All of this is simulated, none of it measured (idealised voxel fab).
This is a process module. Its name is voxel local oxidation.
Cross-sectional view cut (width: 160 nm; square cell size: 5 nm).
Cross-section format: a grid of square cells, given as bands from top to bottom; each band is one or more rows of cells.
Basically the band line says how high the top is and how high the bottom is, in nm, and then what's in it from left to right, every material with its width in nm. Empty space shows up as "blank", and if a single material carries "full width" it runs the full band edge to edge.
Convention: height 0 is the level below which the wafer, as received, is all one material. The lowest band does not terminate at the bottom but continues downward, represented as "z 0 and below".
It should be noted that a width expressed as "30..40" varies in equal increments from row to row of cells within the band, taking the value of the first number at the top row and that of the second number at the bottom row.
What does "left unchanged" mean for a step? It means no cell of the cross-section changed in that step.
Look at "Entrapped voids" for the closed voids: empty spaces with no open path to the top, sized 8 cells or up. Each is width x height at distance, distance from the left edge, all nm.
Post-settings text on a step line: simulator's own remark regarding the step.
You can add "overlay nm" to a step's line. For a step with a mask, it describes how far the mask lay to the right of its planned position, and a negative number describes a lay to the left.

-- So here's the lineup of process steps we planned
| 1 | RECEIVE, material Si |
| 2 | CONFORMAL_DEP, material SiO2, thk nm 5 |
| 3 | CONFORMAL_DEP, material SiN, thk nm 15 |
| 4 | PATTERN, tone cover, mask id ACTIVE, material resist, width nm 115, thk nm 20, overlay nm 0 |
| 5 | DIRECTIONAL_ETCH, etch materials SiN, depth nm 15 |
| 6 | STRIP, etch materials resist |
| 7 | SELECTIVE_ETCH, etch materials SiO2, depth nm 5 |
| 8 | OXIDIZE, depth nm 15 |
| 9 | STRIP, etch materials SiN |

-- First wafer, two in total, run as planned

-- Cross-section of the wafer at receipt, which is the condition after step 1
	z 0 and below: Si full width
	Entrapped voids: none

-- Wafer section view after processing step 2
	z 5 to 0: SiO2 full width
	Under 0: no change, same as before.

-- Wafer section view after processing step 3
	z 20 to 5: SiN full width
	Under 5: no change, same as before.

-- Wafer section view after processing step 4
	z 40 to 20: blank 20 / resist 115 / blank 25
	Under 20: no change, same as before.

-- Wafer section view after processing step 5
	z 40 to 20: blank 20 / resist 115 / blank 25
	z 20 to 5: blank 20 / SiN 115 / blank 25
	Under 5: no change, same as before.

-- Wafer section view after processing step 6
	z 20 to 5: blank 20 / SiN 115 / blank 25
	Under 5: no change, same as before.

-- Wafer section view after processing step 7
	z 20 to 5: blank 20 / SiN 115 / blank 25
	z 5 to 0: blank 25 / SiO2 105 / blank 30
	Under 0: no change, same as before.

-- Wafer section view after processing step 8
	z 20 to 5: blank 20 / SiN 115 / blank 25
	z 5 to 0: blank 25 / SiO2 105 / blank 30
	z 0 to -15: SiO2 40 / Si 75 / SiO2 45
	Under -15: no change, same as before.

-- Wafer section view after processing step 9
	z 5 to 0: blank 25 / SiO2 105 / blank 30
	Under 0: no change, same as before.

-- It is to be noted that the second wafer proceeded from the same initial state and according to the same plan as the first, although one mistake was committed in its execution; through step 3, inclusive, the two wafers share an identical history

-- Second wafer, section view, time point: scheduled end of step 4
	z 40 to 20: blank 15 / resist 125 / blank 20
	Under 20: no change, same as before.

-- Second wafer, section view, time point: scheduled end of step 5
	z 40 to 20: blank 15 / resist 125 / blank 20
	z 20 to 5: blank 15 / SiN 125 / blank 20
	Under 5: no change, same as before.

-- Second wafer, section view, time point: scheduled end of step 6
	z 20 to 5: blank 15 / SiN 125 / blank 20
	Under 5: no change, same as before.

-- Second wafer, section view, time point: scheduled end of step 7
	z 20 to 5: blank 15 / SiN 125 / blank 20
	z 5 to 0: blank 20 / SiO2 115 / blank 25
	Under 0: no change, same as before.

-- Second wafer, section view, time point: scheduled end of step 8
	z 20 to 5: blank 15 / SiN 125 / blank 20
	z 5 to 0: blank 20 / SiO2 115 / blank 25
	z 0 to -15: SiO2 35 / Si 85 / SiO2 40
	Under -15: no change, same as before.

-- Second wafer, section view, time point: scheduled end of step 9
	z 5 to 0: blank 20 / SiO2 115 / blank 25
	Under 0: no change, same as before.
what went wrong: step 4, actual vs plan mismatch, actual run PATTERN, tone cover, mask id ACTIVE, material resist, width nm 125, thk nm 20, overlay nm 0
At the finish, the second wafer shows more or fewer cells for some materials than the first does: 6 more of Si; 4 fewer of SiO2
